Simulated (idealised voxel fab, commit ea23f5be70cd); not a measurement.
Process module, titled voxel capacitor over wiring
For reference, the cross-section in this document is cut, with width 170 nm and square cells of 5 nm.
A cross-section is a grid of square cells, given in bands from the top down. A band is one or more rows of cells. In this notation a band is specified by the heights of its top and bottom, in that order and in nm, after which its materials appear from left to right, each paired with its width in nm. The word "all across" attached to a single material means that material fills the band from edge to edge; the word "empty" stands for empty space. A quick word on heights: they are counted from 0, and under that level the wafer as it came to us is one material throughout. The lowest band is different from the rest in having no bottom; it simply continues downward, written as in "0 and below". The expression "30->40" gives the width at the extremes of the band, the first number at its top row of cells and the second at its bottom row, with the width changing by equal amounts from each row to the next in between. Where a step carries "everything unchanged", the cross-section came out of it unchanged, cell for cell. Empty spaces without an open route to the top, at least 8 cells in extent, make up the entry "Cavities, closed"; each is given as width x height at distance, where the distance is measured from the left edge, and all are in nm. What comes after the settings on a step's line is commentary from the simulator itself on that step. Steps that use a mask can have "overlay nm" on their line. It says how far the mask sat to the right of where it was meant to be. Negative means to the left. Quick note on how to read the rest: it's all pairs. You get the cross-section before a process step and the one after, but the after one only goes down as far as the lowest band that changed. The step in between, with its settings, sits under the pair. Heads up, the pairs can come from different runs of this module on the same starting wafer, so don't assume a pair picks up from the one above unless its "Pre-processing view" entry says it does.
Pre-processing view:
* 65 down to 55 | aC all across
* 55 down to 45 | SiO2 all across
* 45 down to 40 | SiCN all across
* 40 down to 35 | SiCN (20); TiN (30); SiCN (70); TiN (30); SiCN (20)
* 35 down to 10 | lowk all across
* 10 down to 0 | SiO2 all across
* 0 and below | Si all across
* Cavities, closed: none
Post-Step Cross-Section:
* 95 down to 65 | resist (35); empty (15); resist (120)
* Below 65, no change.
* Cavities, closed: none
the step between: op PATTERN | tone open | mask id PLUG_1 | material resist | width nm 15 | thk nm 30 | overlay nm 0
Pre-processing view: the pre-step structure is the one depicted after the step in the pair just above.
Post-Step Cross-Section:
* 85 down to 65 | resist (35); empty (15); resist (120)
* 65 down to 55 | aC (35); empty (15); aC (120)
* Below 55, no change.
* Cavities, closed: none
the step between: op DIRECTIONAL_ETCH | etch materials aC | depth nm 10
Pre-processing view: the pre-step structure is the one depicted after the step in the pair just above.
Post-Step Cross-Section:
* 65 down to 55 | aC (35); empty (15); aC (120)
* Below 55, no change.
* Cavities, closed: none
the step between: op STRIP | etch materials resist
Pre-processing view: the pre-step structure is the one depicted after the step in the pair just above.
Post-Step Cross-Section:
* 65 down to 55 | aC (35); empty (15); aC (120)
* 55 down to 45 | SiO2 (35); empty (15); SiO2 (120)
* Below 45, no change.
* Cavities, closed: none
the step between: op DIRECTIONAL_ETCH | etch materials SiO2 | depth nm 10
Pre-processing view: the pre-step structure is the one depicted after the step in the pair just above.
Post-Step Cross-Section:
* 65 down to 55 | aC (35); empty (15); aC (120)
* 55 down to 45 | SiO2 (35); empty (15); SiO2 (120)
* 45 down to 40 | SiCN (35); empty (15); SiCN (120)
* Below 40, no change.
* Cavities, closed: none
the step between: op DIRECTIONAL_ETCH | etch materials SiCN | depth nm 5
Pre-processing view: the pre-step structure is the one depicted after the step in the pair just above.
Post-Step Cross-Section:
* 55 down to 45 | SiO2 (35); empty (15); SiO2 (120)
* Below 45, no change.
* Cavities, closed: none
the step between: op STRIP | etch materials aC
Pre-processing view: the pre-step structure is the one depicted after the step in the pair just above.
Post-Step Cross-Section:
* 55 down to 50 | SiO2 (35); empty (15); SiO2 (120)
* 50 down to 45 | SiO2 (35); Ru (15); SiO2 (120)
* 45 down to 40 | SiCN (35); Ru (15); SiCN (120)
* Below 40, no change.
* Cavities, closed: none
the step between: op EPI | material Ru | thk nm 10
Pre-processing view: the pre-step structure is the one depicted after the step in the pair just above.
Post-Step Cross-Section:
* 55 down to 45 | SiO2 (35); Ru (15); SiO2 (120)
* Below 45, no change.
* Cavities, closed: none
the step between: op EPI | material Ru | thk nm 5
Pre-processing view: the pre-step structure is the one depicted after the step in the pair just above.
Post-Step Cross-Section:
* 60 down to 55 | TiN all across
* Below 55, no change.
* Cavities, closed: none
the step between: op DIRECTIONAL_DEP | material TiN | thk nm 5
Pre-processing view: the pre-step structure is the one depicted after the step in the pair just above.
Post-Step Cross-Section:
* 65 down to 60 | SiN all across
* Below 60, no change.
* Cavities, closed: none
the step between: op DIRECTIONAL_DEP | material SiN | thk nm 5
Pre-processing view: the pre-step structure is the one depicted after the step in the pair just above.
Post-Step Cross-Section:
* 70 down to 65 | TiN all across
* Below 65, no change.
* Cavities, closed: none
the step between: op DIRECTIONAL_DEP | material TiN | thk nm 5
Pre-processing view: the pre-step structure is the one depicted after the step in the pair just above.
Post-Step Cross-Section:
* 80 down to 70 | aC all across
* Below 70, no change.
* Cavities, closed: none
the step between: op DIRECTIONAL_DEP | material aC | thk nm 10
Pre-processing view: the pre-step structure is the one depicted after the step in the pair just above.
Post-Step Cross-Section:
* 110 down to 80 | empty (35); resist (75); empty (60)
* Below 80, no change.
* Cavities, closed: none
the step between: op PATTERN | tone cover | mask id UPPER_PLATE | material resist | width nm 75 | thk nm 30 | overlay nm 0
Pre-processing view: the pre-step structure is the one depicted after the step in the pair just above.
Post-Step Cross-Section:
* 100 down to 80 | empty (35); resist (75); empty (60)
* 80 down to 70 | empty (35); aC (75); empty (60)
* Below 70, no change.
* Cavities, closed: none
the step between: op DIRECTIONAL_ETCH | etch materials aC | depth nm 10
Pre-processing view: the pre-step structure is the one depicted after the step in the pair just above.
Post-Step Cross-Section:
* 80 down to 70 | empty (35); aC (75); empty (60)
* Below 70, no change.
* Cavities, closed: none
the step between: op STRIP | etch materials resist
Pre-processing view: the pre-step structure is the one depicted after the step in the pair just above.
Post-Step Cross-Section:
* 80 down to 70 | empty (35); aC (75); empty (60)
* 70 down to 65 | empty (35); TiN (75); empty (60)
* Below 65, no change.
* Cavities, closed: none
the step between: op DIRECTIONAL_ETCH | etch materials TiN | depth nm 5
Pre-processing view: the pre-step structure is the one depicted after the step in the pair just above.
Post-Step Cross-Section:
* 80 down to 70 | empty (35); aC (75); empty (60)
* 70 down to 65 | empty (35); TiN (75); empty (60)
* 65 down to 60 | empty (35); SiN (75); empty (60)
* Below 60, no change.
* Cavities, closed: none
the step between: op DIRECTIONAL_ETCH | etch materials SiN | depth nm 5
Pre-processing view: the pre-step structure is the one depicted after the step in the pair just above.
Post-Step Cross-Section:
* 70 down to 65 | empty (35); TiN (75); empty (60)
* Below 65, no change.
* Cavities, closed: none
the step between: op STRIP | etch materials aC
Pre-processing view: the pre-step structure is the one depicted after the step in the pair just above.
Post-Step Cross-Section:
* 90 down to 70 | empty (30); resist (85); empty (55)
* 70 down to 65 | empty (30); resist (5); TiN (75); resist (5); empty (55)
* 65 down to 60 | empty (30); resist (5); SiN (75); resist (5); empty (55)
* Below 60, no change.
* Cavities, closed: none
the step between: op PATTERN | tone cover | mask id LOWER_PLATE | material resist | width nm 85 | thk nm 20 | overlay nm 0
Pre-processing view: the pre-step structure is the one depicted after the step in the pair just above.
Post-Step Cross-Section:
* 90 down to 70 | empty (30); resist (85); empty (55)
* 70 down to 65 | empty (30); resist (5); TiN (75); resist (5); empty (55)
* 65 down to 60 | empty (30); resist (5); SiN (75); resist (5); empty (55)
* 60 down to 55 | empty (30); TiN (85); empty (55)
* Below 55, no change.
* Cavities, closed: none
the step between: op DIRECTIONAL_ETCH | etch materials TiN | depth nm 5
Pre-processing view: the pre-step structure is the one depicted after the step in the pair just above.
Post-Step Cross-Section:
* 70 down to 65 | empty (35); TiN (75); empty (60)
* 65 down to 60 | empty (35); SiN (75); empty (60)
* Below 60, no change.
* Cavities, closed: none
the step between: op STRIP | etch materials resist
Pre-processing view: the pre-step structure is the one depicted after the step in the pair just above.
Post-Step Cross-Section:
* 90 down to 70 | SiO2 all across
* 70 down to 65 | SiO2 (35); TiN (75); SiO2 (60)
* 65 down to 60 | SiO2 (35); SiN (75); SiO2 (60)
* 60 down to 55 | SiO2 (30); TiN (85); SiO2 (55)
* Below 55, no change.
* Cavities, closed: none
the step between: op FILL_DEP | material SiO2 | thk nm 20
Pre-processing view: the pre-step structure is the one depicted after the step in the pair just above.
Post-Step Cross-Section:
* 85 down to 70 | SiO2 all across
* Below 70, no change.
* Cavities, closed: none
the step between: op CMP | height nm 85
Pre-processing view: the pre-step structure is the one depicted after the step in the pair just above.
Post-Step Cross-Section:
* 100 down to 85 | resist (45); empty (15); resist (110)
* Below 85, no change.
* Cavities, closed: none
the step between: op PATTERN | tone open | mask id PLUG_2 | material resist | width nm 15 | thk nm 15 | overlay nm 0
Pre-processing view: the pre-step structure is the one depicted after the step in the pair just above.
Post-Step Cross-Section:
* 100 down to 85 | resist (45); empty (15); resist (110)
* 85 down to 70 | SiO2 (45); empty (15); SiO2 (110)
* Below 70, no change.
* Cavities, closed: none
the step between: op DIRECTIONAL_ETCH | etch materials SiO2 | depth nm 15
Pre-processing view: the pre-step structure is the one depicted after the step in the pair just above.
Post-Step Cross-Section:
* 85 down to 70 | SiO2 (45); empty (15); SiO2 (110)
* Below 70, no change.
* Cavities, closed: none
the step between: op STRIP | etch materials resist
Pre-processing view: the pre-step structure is the one depicted after the step in the pair just above.
Post-Step Cross-Section:
* 90 down to 85 | TiN (50); empty (5); TiN (115)
* 85 down to 75 | SiO2 (45); TiN (5); empty (5); TiN (5); SiO2 (110)
* 75 down to 65 | SiO2 (45->35); TiN (15->75); SiO2 (110->60)
* Below 65, no change.
* Cavities, closed: none
the step between: op CONFORMAL_DEP | material TiN | thk nm 5
Pre-processing view: the pre-step structure is the one depicted after the step in the pair just above.
Post-Step Cross-Section:
* 100 down to 90 | W all across
* 90 down to 85 | TiN (50); W (5); TiN (115)
* 85 down to 75 | SiO2 (45); TiN (5); W (5); TiN (5); SiO2 (110)
* Below 75, no change.
* Cavities, closed: none
the step between: op FILL_DEP | material W | thk nm 10
Pre-processing view: the pre-step structure is the one depicted after the step in the pair just above.
Post-Step Cross-Section:
* 85 down to 75 | SiO2 (45); TiN (5); W (5); TiN (5); SiO2 (110)
* Below 75, no change.
* Cavities, closed: none
the step between: op CMP | height nm 85
Pre-processing view: the pre-step structure is the one depicted after the step in the pair just above.
Post-Step Cross-Section:
* 90 down to 85 | SiN all across
* Below 85, no change.
* Cavities, closed: none
the step between: op CONFORMAL_DEP | material SiN | thk nm 5
Pre-processing view:
* 90 down to 70 | SiO2 all across
* 70 down to 65 | SiO2 (35); TiN (75); SiO2 (60)
* 65 down to 60 | SiO2 (35); SiN (75); SiO2 (60)
* 60 down to 55 | SiO2 (30); TiN (85); SiO2 (55)
* 55 down to 45 | SiO2 (35); Ru (15); SiO2 (120)
* 45 down to 40 | SiCN (35); Ru (15); SiCN (120)
* 40 down to 15 | lowk (20); TiN (5); Ru (20); TiN (5); lowk (70); TiN (5); Ru (20); TiN (5); lowk (20)
* 15 down to 10 | SiCN (20); TiN (30); SiCN (70); TiN (30); SiCN (20)
* 10 down to 0 | SiO2 all across
* 0 and below | Si all across
* Cavities, closed: none
Post-Step Cross-Section:
* 75 down to 70 | SiO2 all across
* Below 70, no change.
* Cavities, closed: none
the step between: op CMP | height nm 75
Pre-processing view: the pre-step structure is the one depicted after the step in the pair just above.
Post-Step Cross-Section:
* 90 down to 75 | resist (45); empty (15); resist (110)
* Below 75, no change.
* Cavities, closed: none
the step between: op PATTERN | tone open | mask id PLUG_2 | material resist | width nm 15 | thk nm 15 | overlay nm 0
Pre-processing view: the pre-step structure is the one depicted after the step in the pair just above.
Post-Step Cross-Section:
* 90 down to 75 | resist (45); empty (15); resist (110)
* 75 down to 70 | SiO2 (45); empty (15); SiO2 (110)
* Below 70, no change.
* Cavities, closed: none
the step between: op DIRECTIONAL_ETCH | etch materials SiO2 | depth nm 15
Pre-processing view: the pre-step structure is the one depicted after the step in the pair just above.
Post-Step Cross-Section:
* 75 down to 70 | SiO2 (45); empty (15); SiO2 (110)
* Below 70, no change.
* Cavities, closed: none
the step between: op STRIP | etch materials resist
Pre-processing view: the pre-step structure is the one depicted after the step in the pair just above.
Post-Step Cross-Section:
* 80 down to 75 | TiN (50); empty (5); TiN (115)
* 75 down to 65 | SiO2 (45->35); TiN (15->75); SiO2 (110->60)
* Below 65, no change.
* Cavities, closed: none
the step between: op CONFORMAL_DEP | material TiN | thk nm 5
Pre-processing view: the pre-step structure is the one depicted after the step in the pair just above.
Post-Step Cross-Section:
* 90 down to 80 | W all across
* 80 down to 75 | TiN (50); W (5); TiN (115)
* Below 75, no change.
* Cavities, closed: none
the step between: op FILL_DEP | material W | thk nm 10
Pre-processing view: the pre-step structure is the one depicted after the step in the pair just above.
Post-Step Cross-Section:
* 85 down to 80 | W all across
* Below 80, no change.
* Cavities, closed: none
the step between: op CMP | height nm 85
Pre-processing view: the pre-step structure is the one depicted after the step in the pair just above.
Post-Step Cross-Section:
* 90 down to 85 | SiN all across
* Below 85, no change.
* Cavities, closed: none
the step between: op CONFORMAL_DEP | material SiN | thk nm 5
Pre-processing view:
* 85 down to 70 | SiO2 all across
* 70 down to 65 | SiO2 (35); TiN (75); SiO2 (60)
* 65 down to 60 | SiO2 (35); SiN (75); SiO2 (60)
* 60 down to 55 | SiO2 (30); TiN (85); SiO2 (55)
* 55 down to 45 | SiO2 (35); Ru (15); SiO2 (120)
* 45 down to 40 | SiCN (35); Ru (15); SiCN (120)
* 40 down to 15 | lowk (20); TiN (5); Ru (20); TiN (5); lowk (70); TiN (5); Ru (20); TiN (5); lowk (20)
* 15 down to 10 | SiCN (20); TiN (30); SiCN (70); TiN (30); SiCN (20)
* 10 down to 0 | SiO2 all across
* 0 and below | Si all across
* Cavities, closed: none
Post-Step Cross-Section:
* 100 down to 85 | resist (40); empty (25); resist (105)
* Below 85, no change.
* Cavities, closed: none
the step between: op PATTERN | tone open | mask id PLUG_2 | material resist | width nm 25 | thk nm 15 | overlay nm 0
Pre-processing view: the pre-step structure is the one depicted after the step in the pair just above.
Post-Step Cross-Section:
* 100 down to 85 | resist (40); empty (25); resist (105)
* 85 down to 70 | SiO2 (40); empty (25); SiO2 (105)
* Below 70, no change.
* Cavities, closed: none
the step between: op DIRECTIONAL_ETCH | etch materials SiO2 | depth nm 15
Pre-processing view: the pre-step structure is the one depicted after the step in the pair just above.
Post-Step Cross-Section:
* 85 down to 70 | SiO2 (40); empty (25); SiO2 (105)
* Below 70, no change.
* Cavities, closed: none
the step between: op STRIP | etch materials resist
Pre-processing view: the pre-step structure is the one depicted after the step in the pair just above.
Post-Step Cross-Section:
* 90 down to 85 | TiN (45); empty (15); TiN (110)
* 85 down to 75 | SiO2 (40); TiN (5); empty (15); TiN (5); SiO2 (105)
* 75 down to 65 | SiO2 (40->35); TiN (25->75); SiO2 (105->60)
* Below 65, no change.
* Cavities, closed: none
the step between: op CONFORMAL_DEP | material TiN | thk nm 5
Pre-processing view: the pre-step structure is the one depicted after the step in the pair just above.
Post-Step Cross-Section:
* 100 down to 90 | W all across
* 90 down to 85 | TiN (45); W (15); TiN (110)
* 85 down to 75 | SiO2 (40); TiN (5); W (15); TiN (5); SiO2 (105)
* Below 75, no change.
* Cavities, closed: none
the step between: op FILL_DEP | material W | thk nm 10
Pre-processing view: the pre-step structure is the one depicted after the step in the pair just above.
Post-Step Cross-Section:
* 85 down to 75 | SiO2 (40); TiN (5); W (15); TiN (5); SiO2 (105)
* Below 75, no change.
* Cavities, closed: none
the step between: op CMP | height nm 85
Pre-processing view: the pre-step structure is the one depicted after the step in the pair just above.
Post-Step Cross-Section:
* 90 down to 85 | SiN all across
* Below 85, no change.
* Cavities, closed: none
the step between: op CONFORMAL_DEP | material SiN | thk nm 5
Pre-processing view:
* 85 down to 70 | SiO2 all across
* 70 down to 65 | SiO2 (35); TiN (75); SiO2 (60)
* 65 down to 60 | SiO2 (35); SiN (75); SiO2 (60)
* 60 down to 55 | SiO2 (30); TiN (85); SiO2 (55)
* 55 down to 45 | SiO2 (35); Ru (15); SiO2 (120)
* 45 down to 40 | SiCN (35); Ru (15); SiCN (120)
* 40 down to 15 | lowk (20); TiN (5); Ru (20); TiN (5); lowk (70); TiN (5); Ru (20); TiN (5); lowk (20)
* 15 down to 10 | SiCN (20); TiN (30); SiCN (70); TiN (30); SiCN (20)
* 10 down to 0 | SiO2 all across
* 0 and below | Si all across
* Cavities, closed: none
Post-Step Cross-Section:
* 100 down to 85 | resist (50); empty (15); resist (105)
* Below 85, no change.
* Cavities, closed: none
the step between: op PATTERN | tone open | mask id PLUG_2 | material resist | width nm 15 | thk nm 15 | overlay nm 5
Pre-processing view: the pre-step structure is the one depicted after the step in the pair just above.
Post-Step Cross-Section:
* 100 down to 85 | resist (50); empty (15); resist (105)
* 85 down to 70 | SiO2 (50); empty (15); SiO2 (105)
* Below 70, no change.
* Cavities, closed: none
the step between: op DIRECTIONAL_ETCH | etch materials SiO2 | depth nm 15
Pre-processing view: the pre-step structure is the one depicted after the step in the pair just above.
Post-Step Cross-Section:
* 85 down to 70 | SiO2 (50); empty (15); SiO2 (105)
* Below 70, no change.
* Cavities, closed: none
the step between: op STRIP | etch materials resist
Pre-processing view: the pre-step structure is the one depicted after the step in the pair just above.
Post-Step Cross-Section:
* 90 down to 85 | TiN (55); empty (5); TiN (110)
* 85 down to 75 | SiO2 (50); TiN (5); empty (5); TiN (5); SiO2 (105)
* 75 down to 65 | SiO2 (50->35); TiN (15->75); SiO2 (105->60)
* Below 65, no change.
* Cavities, closed: none
the step between: op CONFORMAL_DEP | material TiN | thk nm 5
Pre-processing view: the pre-step structure is the one depicted after the step in the pair just above.
Post-Step Cross-Section:
* 100 down to 90 | W all across
* 90 down to 85 | TiN (55); W (5); TiN (110)
* 85 down to 75 | SiO2 (50); TiN (5); W (5); TiN (5); SiO2 (105)
* Below 75, no change.
* Cavities, closed: none
the step between: op FILL_DEP | material W | thk nm 10
Pre-processing view: the pre-step structure is the one depicted after the step in the pair just above.
Post-Step Cross-Section:
* 85 down to 75 | SiO2 (50); TiN (5); W (5); TiN (5); SiO2 (105)
* Below 75, no change.
* Cavities, closed: none
the step between: op CMP | height nm 85
Pre-processing view: the pre-step structure is the one depicted after the step in the pair just above.
Post-Step Cross-Section:
* 90 down to 85 | SiN all across
* Below 85, no change.
* Cavities, closed: none
the step between: op CONFORMAL_DEP | material SiN | thk nm 5
Pre-processing view:
* 70 down to 65 | empty (35); TiN (75); empty (60)
* 65 down to 60 | empty (35); SiN (75); empty (60)
* 60 down to 55 | empty (30); TiN (85); empty (55)
* 55 down to 45 | SiO2 (35); Ru (15); SiO2 (120)
* 45 down to 40 | SiCN (35); Ru (15); SiCN (120)
* 40 down to 15 | lowk (20); TiN (5); Ru (20); TiN (5); lowk (70); TiN (5); Ru (20); TiN (5); lowk (20)
* 15 down to 10 | SiCN (20); TiN (30); SiCN (70); TiN (30); SiCN (20)
* 10 down to 0 | SiO2 all across
* 0 and below | Si all across
* Cavities, closed: none
Post-Step Cross-Section:
* 90 down to 70 | aC all across
* 70 down to 65 | aC (35); TiN (75); aC (60)
* 65 down to 60 | aC (35); SiN (75); aC (60)
* 60 down to 55 | aC (30); TiN (85); aC (55)
* Below 55, no change.
* Cavities, closed: none
the step between: op FILL_DEP | material aC | thk nm 20
Pre-processing view: the pre-step structure is the one depicted after the step in the pair just above.
Post-Step Cross-Section:
* 85 down to 70 | aC all across
* Below 70, no change.
* Cavities, closed: none
the step between: op CMP | height nm 85
Pre-processing view: the pre-step structure is the one depicted after the step in the pair just above.
Post-Step Cross-Section:
* 100 down to 85 | resist (45); empty (15); resist (110)
* Below 85, no change.
* Cavities, closed: none
the step between: op PATTERN | tone open | mask id PLUG_2 | material resist | width nm 15 | thk nm 15 | overlay nm 0
Pre-processing view: the pre-step structure is the one depicted after the step in the pair just above.
Post-Step Cross-Section:
* 85 down to 70 | aC all across
* Below 70, no change.
* Cavities, closed: none
the step between: op STRIP | etch materials resist
Pre-processing view: the pre-step structure is the one depicted after the step in the pair just above.
Post-Step Cross-Section:
* 90 down to 85 | TiN all across
* Below 85, no change.
* Cavities, closed: none
the step between: op CONFORMAL_DEP | material TiN | thk nm 5
Pre-processing view: the pre-step structure is the one depicted after the step in the pair just above.
Post-Step Cross-Section:
* 100 down to 90 | W all across
* Below 90, no change.
* Cavities, closed: none
the step between: op FILL_DEP | material W | thk nm 10
Pre-processing view: the pre-step structure is the one depicted after the step in the pair just above.
Post-Step Cross-Section:
* 85 down to 70 | aC all across
* Below 70, no change.
* Cavities, closed: none
the step between: op CMP | height nm 85
Pre-processing view: the pre-step structure is the one depicted after the step in the pair just above.
Post-Step Cross-Section:
* 90 down to 85 | SiN all across
* Below 85, no change.
* Cavities, closed: none
the step between: op CONFORMAL_DEP | material SiN | thk nm 5
Pre-processing view:
* 70 down to 65 | empty (35); TiN (75); empty (60)
* 65 down to 60 | empty (35); SiN (75); empty (60)
* 60 down to 55 | TiN all across
* 55 down to 45 | SiO2 (35); Ru (15); SiO2 (120)
* 45 down to 40 | SiCN (35); Ru (15); SiCN (120)
* 40 down to 15 | lowk (20); TiN (5); Ru (20); TiN (5); lowk (70); TiN (5); Ru (20); TiN (5); lowk (20)
* 15 down to 10 | SiCN (20); TiN (30); SiCN (70); TiN (30); SiCN (20)
* 10 down to 0 | SiO2 all across
* 0 and below | Si all across
* Cavities, closed: none
Post-Step Cross-Section:
* 90 down to 70 | resist (30); empty (85); resist (55)
* 70 down to 65 | resist (30); empty (5); TiN (75); empty (5); resist (55)
* 65 down to 60 | resist (30); empty (5); SiN (75); empty (5); resist (55)
* Below 60, no change.
* Cavities, closed: none
the step between: op PATTERN | tone open | mask id LOWER_PLATE | material resist | width nm 85 | thk nm 20 | overlay nm 0
Pre-processing view: the pre-step structure is the one depicted after the step in the pair just above.
Post-Step Cross-Section:
* 90 down to 65 | resist (30); empty (85); resist (55)
* 65 down to 60 | resist (30); empty (5); SiN (75); empty (5); resist (55)
* 60 down to 55 | TiN (30); empty (5); TiN (75); empty (5); TiN (55)
* Below 55, no change.
* Cavities, closed: none
the step between: op DIRECTIONAL_ETCH | etch materials TiN | depth nm 5
Pre-processing view: the pre-step structure is the one depicted after the step in the pair just above.
Post-Step Cross-Section:
* 65 down to 60 | empty (35); SiN (75); empty (60)
* Below 60, no change.
* Cavities, closed: none
the step between: op STRIP | etch materials resist
Pre-processing view: the pre-step structure is the one depicted after the step in the pair just above.
Post-Step Cross-Section:
* 85 down to 65 | SiO2 all across
* 65 down to 60 | SiO2 (35); SiN (75); SiO2 (60)
* 60 down to 55 | TiN (30); SiO2 (5); TiN (75); SiO2 (5); TiN (55)
* Below 55, no change.
* Cavities, closed: none
the step between: op FILL_DEP | material SiO2 | thk nm 20
Pre-processing view: the pre-step structure is the one depicted after the step in the pair just above.
Post-Step Cross-Section:
* 100 down to 85 | resist (45); empty (15); resist (110)
* Below 85, no change.
* Cavities, closed: none
the step between: op PATTERN | tone open | mask id PLUG_2 | material resist | width nm 15 | thk nm 15 | overlay nm 0
Pre-processing view: the pre-step structure is the one depicted after the step in the pair just above.
Post-Step Cross-Section:
* 100 down to 85 | resist (45); empty (15); resist (110)
* 85 down to 70 | SiO2 (45); empty (15); SiO2 (110)
* Below 70, no change.
* Cavities, closed: none
the step between: op DIRECTIONAL_ETCH | etch materials SiO2 | depth nm 15
Pre-processing view: the pre-step structure is the one depicted after the step in the pair just above.
Post-Step Cross-Section:
* 85 down to 70 | SiO2 (45); empty (15); SiO2 (110)
* Below 70, no change.
* Cavities, closed: none
the step between: op STRIP | etch materials resist
Pre-processing view: the pre-step structure is the one depicted after the step in the pair just above.
Post-Step Cross-Section:
* 90 down to 85 | TiN (50); empty (5); TiN (115)
* 85 down to 75 | SiO2 (45); TiN (5); empty (5); TiN (5); SiO2 (110)
* 75 down to 70 | SiO2 (45); TiN (15); SiO2 (110)
* Below 70, no change.
* Cavities, closed: none
the step between: op CONFORMAL_DEP | material TiN | thk nm 5
Pre-processing view: the pre-step structure is the one depicted after the step in the pair just above.
Post-Step Cross-Section:
* 100 down to 90 | W all across
* 90 down to 85 | TiN (50); W (5); TiN (115)
* 85 down to 75 | SiO2 (45); TiN (5); W (5); TiN (5); SiO2 (110)
* Below 75, no change.
* Cavities, closed: none
the step between: op FILL_DEP | material W | thk nm 10
Pre-processing view: the pre-step structure is the one depicted after the step in the pair just above.
Post-Step Cross-Section:
* 85 down to 75 | SiO2 (45); TiN (5); W (5); TiN (5); SiO2 (110)
* Below 75, no change.
* Cavities, closed: none
the step between: op CMP | height nm 85
Pre-processing view: the pre-step structure is the one depicted after the step in the pair just above.
Post-Step Cross-Section:
* 90 down to 85 | SiN all across
* Below 85, no change.
* Cavities, closed: none
the step between: op CONFORMAL_DEP | material SiN | thk nm 5
